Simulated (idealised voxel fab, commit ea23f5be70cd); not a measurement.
Process module under the name voxel gate over fins
Section cut is 195 nm wide and gridded with 5 nm square cells.
Square cells in a grid make up a cross-section in this document, and the grid is given as bands, listed from the top down, each one or more rows of cells.
It is stipulated that each band's entry specify, in nanometres, the height of the top of the band and then that of its bottom, followed by the materials of the band in left-to-right sequence, each together with its width in nanometres. A single material marked by the word "edge to edge" is understood to fill the band from edge to edge; the word "air" is understood to denote empty space.
A quick word on heights: they are counted from 0, and under that level the wafer as it came to us is one material throughout. The lowest band is different from the rest in having no bottom; it simply continues downward, written as in "top 0, no bottom".
Quick explanation for "30..40": the width changes in equal steps down the rows of cells, from the first number in the band's top row to the second number in its bottom row.
"everything unchanged" for a step: no cell of the cross-section changed in that step.
Listed closed voids: empty space of 8 cells or more with no open way to the top, each as width x height at its distance from the left edge, in nm
Note: text after step settings on the step line = simulator remark on that step.
The "overlay nm" setting may appear on a step's line; for a step that uses a mask, it gives how far to the right of its planned position the mask lay, and a negative value indicates the left.

**plan**
1 RECEIVE with material Si
2 CONFORMAL_DEP with material SiN, thk nm 5
3 DIRECTIONAL_DEP with material aC, thk nm 15
4 PATTERN with tone cover, mask id FINS, material resist, width nm 15, pitch nm 50, thk nm 35, overlay nm 0
5 DIRECTIONAL_ETCH with etch materials aC, depth nm 15
6 STRIP with etch materials resist
7 DIRECTIONAL_ETCH with etch materials SiN, depth nm 5
8 DIRECTIONAL_ETCH with etch materials Si, depth nm 40
9 STRIP with etch materials aC
10 FILL_DEP with material SiO2, thk nm 15
11 CMP with height nm 5
12 DIRECTIONAL_DEP with material aC, thk nm 15
13 PATTERN with tone open, mask id RAIL, material resist, width nm 15, thk nm 30, overlay nm 0
14 DIRECTIONAL_ETCH with etch materials aC, depth nm 15
15 STRIP with etch materials resist
16 DIRECTIONAL_ETCH with etch materials SiO2, depth nm 40
17 STRIP with etch materials aC
18 CONFORMAL_DEP with material TiN, thk nm 5
19 FILL_DEP with material W, thk nm 5
20 CMP with height nm 5
21 SELECTIVE_ETCH with etch materials W Ru TiN, depth nm 25
22 FILL_DEP with material SiO2, thk nm 5
23 CMP with height nm 5
24 SELECTIVE_ETCH with etch materials SiO2, depth nm 15
25 STRIP with etch materials SiN
26 CONFORMAL_DEP with material HfO2, thk nm 5
27 CONFORMAL_DEP with material TiN, thk nm 5
28 CONFORMAL_DEP with material TiAl, thk nm 5
29 CONFORMAL_DEP with material TiN, thk nm 5
30 FILL_DEP with material W, thk nm 10
31 CMP with height nm 25
32 CONFORMAL_DEP with material SiN, thk nm 10

**Cross-sectional view of the wafer in its as-received condition, corresponding to the state after step 1**
	top 0, no bottom = Si edge to edge
	Listed closed voids: none

**What the wafer looks like in cross-section after this module, when it starts as shown above and follows the plan above but one mistake is made in running it**
	top 35, bottom 25 = SiN edge to edge
	top 25, bottom 20 = W edge to edge
	top 20, bottom 15 = W (55) | TiN (105) | W (35)
	top 15, bottom 10 = W (55) | TiN (5) | TiAl (45) | TiN (5) | TiAl (45) | TiN (5) | W (35)
	top 10, bottom 5 = TiN (60) | TiAl (5) | TiN (35) | TiAl (5) | TiN (5) | TiAl (5) | TiN (35) | TiAl (5) | TiN (40)
	top 5, bottom 0 = TiAl (65) | TiN (5) | HfO2 (25) | TiN (5) | TiAl (15) | TiN (5) | HfO2 (25) | TiN (5) | TiAl (45)
	top 0, bottom -5 = TiN (70) | HfO2 (5) | Si (15) | HfO2 (5) | TiN (25) | HfO2 (5) | Si (15) | HfO2 (5) | TiN (50)
	top -5, bottom -10 = HfO2 (75) | Si (15) | HfO2 (35) | Si (15) | HfO2 (55)
	top -10, bottom -20 = SiO2 (75) | Si (15) | SiO2 (35) | Si (15) | SiO2 (55)
	top -20, bottom -30 = SiO2 (75) | Si (15) | TiN (5) | W (5) | TiN (5) | SiO2 (20) | Si (15) | SiO2 (55)
	top -30, bottom -35 = SiO2 (75) | Si (15) | TiN (15) | SiO2 (20) | Si (15) | SiO2 (55)
	top -35, bottom -40 = SiO2 (75) | Si (15) | SiO2 (35) | Si (15) | SiO2 (55)
	top -40, no bottom = Si edge to edge
	Listed closed voids: none
what went wrong: it should be noted that step 4 was executed with settings other than those planned, the operation and settings actually applied being PATTERN with tone cover, mask id FINS, material resist, width nm 15, pitch nm 50, thk nm 35, overlay nm 10
